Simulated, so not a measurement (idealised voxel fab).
Name of the process module below: voxel self aligned contacts
cross-section cut | 255 nm wide | cells 5 nm
For the purposes of this document, a cross-section shall be understood as a grid of square cells, specified as bands listed in top-to-bottom order, each band consisting of one or more rows of cells. For a band, the entry starts with two heights in nm, that of the top and then that of the bottom, and carries on with the band's materials in order from left to right, each alongside its width in nm; the word "everywhere" beside a single material means it fills the band edge to edge, and "blank" means empty space. Below 0: as-received wafer, all one material; heights counted from there. Lowest band: no bottom, goes on down, written "0 down". You'd read "30 to 40" like this: the band's top row of cells is as wide as the first number, its bottom row is as wide as the second, and going down, every row changes width by the same amount as the row before did. For the purposes of this document, the phrase "no alteration" attached to a step denotes that no cell within the cross-section was modified by that step. Reported under the label "Sealed void list" are the empty spaces having no open way to the top and comprising 8 cells or more; the notation for each is width x height at distance, in which the distance is measured from the left edge and all three values are in nm. Read whatever lies past the settings on a step's line as the simulator's own remark about the step. overlay nm: for a step with a mask, the amount by which the mask lay right of where it was planned; a negative amount means left of it.
**Process steps - plan**
| 1 | RECEIVE,material Si |
| 2 | OXIDIZE,depth nm 5 |
| 3 | DIRECTIONAL_DEP,material polySi,thk nm 30 |
| 4 | DIRECTIONAL_DEP,material SiN,thk nm 25 |
| 5 | DIRECTIONAL_DEP,material aC,thk nm 10 |
| 6 | PATTERN,tone cover,mask id GATE,material resist,width nm 30,pitch nm 75,thk nm 30,overlay nm 0 |
| 7 | DIRECTIONAL_ETCH,etch materials aC,depth nm 10 |
| 8 | STRIP,etch materials resist |
| 9 | DIRECTIONAL_ETCH,etch materials SiN,depth nm 25 |
| 10 | DIRECTIONAL_ETCH,etch materials polySi,depth nm 30 |
| 11 | STRIP,etch materials aC |
| 12 | CONFORMAL_DEP,material SiN,thk nm 10 |
| 13 | DIRECTIONAL_ETCH,etch materials SiN,depth nm 10 |
| 14 | FILL_DEP,material SiO2,thk nm 15 |
| 15 | CMP,height nm 60 |
| 16 | MASKED_ETCH,tone open,mask id CONTACT,width nm 55,etch materials SiO2,depth nm 65,overlay nm 0 |
| 17 | CONFORMAL_DEP,material TiN,thk nm 5 |
| 18 | FILL_DEP,material W,thk nm 5 |
| 19 | CMP,height nm 60 |
| 20 | CONFORMAL_DEP,material SiCN,thk nm 5 |
**Cross-section of the wafer as it came to us, i.e., already through step 1**
  0 down: Si everywhere
  Sealed void list: none
**Cross-section, end of module. Start: as above. Plan: as above. Execution: one mistake**
  65 to 60: SiN everywhere
  60 to 55: SiO2: 100, then TiN: 20, then W: 15, then TiN: 20, then SiO2: 100
  55 to 30: SiO2: 65, then SiN: 50, then TiN: 5, then W: 15, then TiN: 5, then SiN: 50, then SiO2: 65
  30 to 0: SiO2: 65, then SiN: 10, then polySi: 30, then SiN: 10, then TiN: 5, then W: 15, then TiN: 5, then SiN: 10, then polySi: 30, then SiN: 10, then SiO2: 65
  0 to -5: SiO2: 115, then TiN: 25, then SiO2: 115
  -5 down: Si everywhere
  Sealed void list: none
What was the processing mistake? rather than as planned, step 20 actually ran as CONFORMAL_DEP,material SiN,thk nm 5
